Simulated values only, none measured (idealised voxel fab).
The process module presented herein is designated voxel ribs on slabs.
The cross-section on display is named cut; it measures 260 nm wide, and its cells are 5 nm squares.
This document writes a cross-section as a grid whose cells are square, and gives it as bands, listed from the top down; one or more rows of cells form a band.
In this notation a band is specified by the heights of its top and bottom, in that order and in nm, after which its materials appear from left to right, each paired with its width in nm. The word "everywhere" attached to a single material means that material fills the band from edge to edge; the word "empty" stands for empty space.
Height reference: 0 = level under which incoming wafer is all one material. Lowest band: no bottom, runs on downward, e.g. "0..down".
Width "30 to 40": first value at the band's top row of cells, second value at its bottom row, equal change from row to row.
"identical to before" for a step: no cell of the cross-section changed in that step.
"Closed-off voids" specifies each empty space that is not open to the top and that occupies no fewer than 8 cells, using the form width x height at distance, the distance measured from the left edge and all three quantities in nm.
If you see something after the settings on a step's line, that's the simulator's own remark about that step.
A step's line can hold "overlay nm"; with a mask on that step, the setting says how far right of the planned place the mask lay, while a negative setting says it lay to the left.
Planned process steps:
| 1 | RECEIVE | material Si |
| 2 | DIRECTIONAL_DEP | material SiO2 | thk nm 30 |
| 3 | DIRECTIONAL_DEP | material SiN | thk nm 20 |
| 4 | DIRECTIONAL_DEP | material aC | thk nm 10 |
| 5 | PATTERN | tone cover | mask id RIB | material resist | width nm 20 | thk nm 25 | overlay nm 0 |
| 6 | DIRECTIONAL_ETCH | etch materials aC | depth nm 10 |
| 7 | STRIP | etch materials resist |
| 8 | DIRECTIONAL_ETCH | etch materials SiN | depth nm 5 |
| 9 | STRIP | etch materials aC |
| 10 | PATTERN | tone cover | mask id SLAB | material resist | width nm 70 | thk nm 15 | overlay nm 0 |
| 11 | DIRECTIONAL_ETCH | etch materials SiN | depth nm 15 |
| 12 | STRIP | etch materials resist |
| 13 | FILL_DEP | material SiO2 | thk nm 30 |
| 14 | CMP | height nm 70 |
| 15 | DIRECTIONAL_DEP | material TiN | thk nm 5 |
| 16 | MASKED_ETCH | tone cover | mask id HEATER | width nm 30 | etch materials TiN | depth nm 5 | overlay nm 0 |
| 17 | CONFORMAL_DEP | material SiO2 | thk nm 5 |
The following pertains to the first of two wafers, which was processed as planned:
Wafer as received: cross-section following step 1:
> 0..down | Si everywhere
> Closed-off voids: none
Wafer after step 2 (cross-section):
> 30..0 | SiO2 everywhere
> Below a height of 0, the structure has not been altered.
Wafer after step 3 (cross-section):
> 50..30 | SiN everywhere
> Below a height of 30, the structure has not been altered.
Wafer after step 4 (cross-section):
> 60..50 | aC everywhere
> Below a height of 50, the structure has not been altered.
Wafer after step 5 (cross-section):
> 85..60 | empty (120)  resist (20)  empty (120)
> Below a height of 60, the structure has not been altered.
Wafer after step 6 (cross-section):
> 75..60 | empty (120)  resist (20)  empty (120)
> 60..50 | empty (120)  aC (20)  empty (120)
> Below a height of 50, the structure has not been altered.
Wafer after step 7 (cross-section):
> 60..50 | empty (120)  aC (20)  empty (120)
> Below a height of 50, the structure has not been altered.
Wafer after step 8 (cross-section):
> 60..50 | empty (120)  aC (20)  empty (120)
> 50..45 | empty (120)  SiN (20)  empty (120)
> Below a height of 45, the structure has not been altered.
Wafer after step 9 (cross-section):
> 50..45 | empty (120)  SiN (20)  empty (120)
> Below a height of 45, the structure has not been altered.
Wafer after step 10 (cross-section):
> 65..50 | empty (95)  resist (70)  empty (95)
> 50..45 | empty (95)  resist (25)  SiN (20)  resist (25)  empty (95)
> Below a height of 45, the structure has not been altered.
Wafer after step 11 (cross-section):
> 65..50 | empty (95)  resist (70)  empty (95)
> 50..45 | empty (95)  resist (25)  SiN (20)  resist (25)  empty (95)
> 45..30 | empty (95)  SiN (70)  empty (95)
> Below a height of 30, the structure has not been altered.
Wafer after step 12 (cross-section):
> 50..45 | empty (120)  SiN (20)  empty (120)
> Below a height of 45, the structure has not been altered.
Wafer after step 13 (cross-section):
> 80..50 | SiO2 everywhere
> 50..45 | SiO2 (120)  SiN (20)  SiO2 (120)
> 45..30 | SiO2 (95)  SiN (70)  SiO2 (95)
> Below a height of 30, the structure has not been altered.
Wafer after step 14 (cross-section):
> 70..50 | SiO2 everywhere
> Below a height of 50, the structure has not been altered.
Wafer after step 15 (cross-section):
> 75..70 | TiN everywhere
> Below a height of 70, the structure has not been altered.
Wafer after step 16 (cross-section):
> 75..70 | empty (115)  TiN (30)  empty (115)
> Below a height of 70, the structure has not been altered.
Wafer after step 17 (cross-section):
> 80..75 | empty (110)  SiO2 (40)  empty (110)
> 75..70 | SiO2 (115)  TiN (30)  SiO2 (115)
> Below a height of 70, the structure has not been altered.
The second wafer was prepared from the same starting point and under the same plan as the first; its processing contained one mistake, and it remains indistinguishable from the first wafer up to and including step 4:
What the second wafer looks like in cross-section when step 5 should have wrapped up:
> 85..60 | resist (120)  empty (20)  resist (120)
> Below a height of 60, the structure has not been altered.
What the second wafer looks like in cross-section when step 6 should have wrapped up:
> 75..60 | resist (120)  empty (20)  resist (120)
> 60..50 | aC (120)  empty (20)  aC (120)
> Below a height of 50, the structure has not been altered.
What the second wafer looks like in cross-section when step 7 should have wrapped up:
> 60..50 | aC (120)  empty (20)  aC (120)
> Below a height of 50, the structure has not been altered.
What the second wafer looks like in cross-section when step 8 should have wrapped up:
> 60..50 | aC (120)  empty (20)  aC (120)
> 50..45 | SiN (120)  empty (20)  SiN (120)
> Below a height of 45, the structure has not been altered.
What the second wafer looks like in cross-section when step 9 should have wrapped up:
> 50..45 | SiN (120)  empty (20)  SiN (120)
> Below a height of 45, the structure has not been altered.
What the second wafer looks like in cross-section when step 10 should have wrapped up:
> 65..50 | empty (95)  resist (70)  empty (95)
> 50..45 | SiN (120)  resist (20)  SiN (120)
> Below a height of 45, the structure has not been altered.
What the second wafer looks like in cross-section when step 11 should have wrapped up:
> 65..50 | empty (95)  resist (70)  empty (95)
> 50..45 | empty (95)  SiN (25)  resist (20)  SiN (25)  empty (95)
> 45..35 | empty (95)  SiN (70)  empty (95)
> Below a height of 35, the structure has not been altered.
What the second wafer looks like in cross-section when step 12 should have wrapped up:
> 50..45 | empty (95)  SiN (25)  empty (20)  SiN (25)  empty (95)
> Below a height of 45, the structure has not been altered.
What the second wafer looks like in cross-section when step 13 should have wrapped up:
> 80..50 | SiO2 everywhere
> 50..45 | SiO2 (95)  SiN (25)  SiO2 (20)  SiN (25)  SiO2 (95)
> 45..35 | SiO2 (95)  SiN (70)  SiO2 (95)
> Below a height of 35, the structure has not been altered.
What the second wafer looks like in cross-section when step 14 should have wrapped up:
> 70..50 | SiO2 everywhere
> Below a height of 50, the structure has not been altered.
What the second wafer looks like in cross-section when step 15 should have wrapped up:
> 75..70 | TiN everywhere
> Below a height of 70, the structure has not been altered.
What the second wafer looks like in cross-section when step 16 should have wrapped up:
> 75..70 | empty (115)  TiN (30)  empty (115)
> Below a height of 70, the structure has not been altered.
What the second wafer looks like in cross-section when step 17 should have wrapped up:
> 80..75 | empty (110)  SiO2 (40)  empty (110)
> 75..70 | SiO2 (115)  TiN (30)  SiO2 (115)
> Below a height of 70, the structure has not been altered.
Deviation from plan: step 5 did not use the planned setting and instead ran as PATTERN | tone open | mask id RIB | material resist | width nm 20 | thk nm 25 | overlay nm 0
Final tally in cells, some materials are higher or lower on the second wafer than on the first: +44 SiN | -44 SiO2
